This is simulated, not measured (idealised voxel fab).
Proc. module: voxel self aligned vias
Pictured: cross-section cut, 140 nm wide, on a grid of 5 nm square cells.
Throughout this document, each cross-section is represented as a grid of square cells and is presented as a sequence of bands enumerated from the top downward, where a band comprises one or more rows of cells.
Top height, bottom height, nm. Materials left to right, width each, nm. Single material + "edge to edge" = fills band edge to edge. "blank" = empty.
The reference from which all heights are counted is 0, the level beneath which the as-received wafer is entirely one material; the lowest band, having no lower bound, proceeds downward and is written after the example "0 nm and below".
The width entry "30..40" should be interpreted row by row: the top row of cells in the band takes the first number, the bottom row takes the second number, and the change between adjacent rows is uniform throughout.
When a step is marked "nothing was modified", none of the cells in the cross-section changed during that step.
The list in "Sealed voids" covers empty spaces of 8 cells or more that cannot reach the top through any open way, and it gives each as width x height at distance; the distance is from the left edge, and width, height and distance are in nm.
Anything after a step's settings on that line? It's the simulator's own note about the step.
overlay nm: on a step with a mask, how far right of its planned place the mask lay; negative means left.
PLANNED STEP LIST FOR THE PROCESS
1,RECEIVE,material Si
2,CONFORMAL_DEP,material SiO2,thk nm 10
3,CONFORMAL_DEP,material SiCN,thk nm 5
4,DIRECTIONAL_DEP,material lowk,thk nm 30
5,PATTERN,tone open,mask id LINES,material resist,width nm 30,pitch nm 55,thk nm 20,overlay nm 0
6,DIRECTIONAL_ETCH,etch materials lowk,depth nm 30
7,STRIP,etch materials resist
8,CONFORMAL_DEP,material TiN,thk nm 5
9,FILL_DEP,material W,thk nm 10
10,CMP,height nm 45
11,SELECTIVE_ETCH,etch materials W Ru TiN,depth nm 5
12,FILL_DEP,material SiN,thk nm 5
13,CMP,height nm 45
14,DIRECTIONAL_DEP,material lowk,thk nm 20
15,DIRECTIONAL_DEP,material aC,thk nm 15
16,PATTERN,tone open,mask id VIAS,material resist,width nm 40,thk nm 30,overlay nm 0
17,DIRECTIONAL_ETCH,etch materials aC,depth nm 15
18,STRIP,etch materials resist
19,DIRECTIONAL_ETCH,etch materials lowk,depth nm 20
20,DIRECTIONAL_ETCH,etch materials SiN,depth nm 5
21,STRIP,etch materials aC
22,CONFORMAL_DEP,material TiN,thk nm 5
23,FILL_DEP,material W,thk nm 5
24,CMP,height nm 65
25,CONFORMAL_DEP,material SiN,thk nm 5
AS RECEIVED, AFTER STEP 1
* 0 nm and below | Si edge to edge
* Sealed voids: none
STARTING STRUCTURE AND PROCESS PLAN ARE AS SHOWN ABOVE, BUT ONE MISTAKE WAS MADE IN RUNNING THE MODULE; THE WAFER CROSS-SECTION AT THE END OF THE MODULE FOLLOWS
* 70 nm to 65 nm | SiN edge to edge
* 65 nm to 45 nm | 20 nm lowk; 5 nm TiN; 30 nm W; 5 nm TiN; 80 nm lowk
* 45 nm to 40 nm | 20 nm lowk; 40 nm TiN; 15 nm lowk; 40 nm SiN; 25 nm lowk
* 40 nm to 20 nm | 20 nm lowk; 5 nm TiN; 30 nm W; 5 nm TiN; 15 nm lowk; 5 nm TiN; 30 nm W; 5 nm TiN; 25 nm lowk
* 20 nm to 15 nm | 20 nm lowk; 40 nm TiN; 15 nm lowk; 40 nm TiN; 25 nm lowk
* 15 nm to 10 nm | SiCN edge to edge
* 10 nm to 0 nm | SiO2 edge to edge
* 0 nm and below | Si edge to edge
* Sealed voids: none
Nonconformance to the process plan: off-plan run, step 5, actual operation and settings PATTERN,tone open,mask id LINES,material resist,width nm 40,pitch nm 55,thk nm 20,overlay nm 0
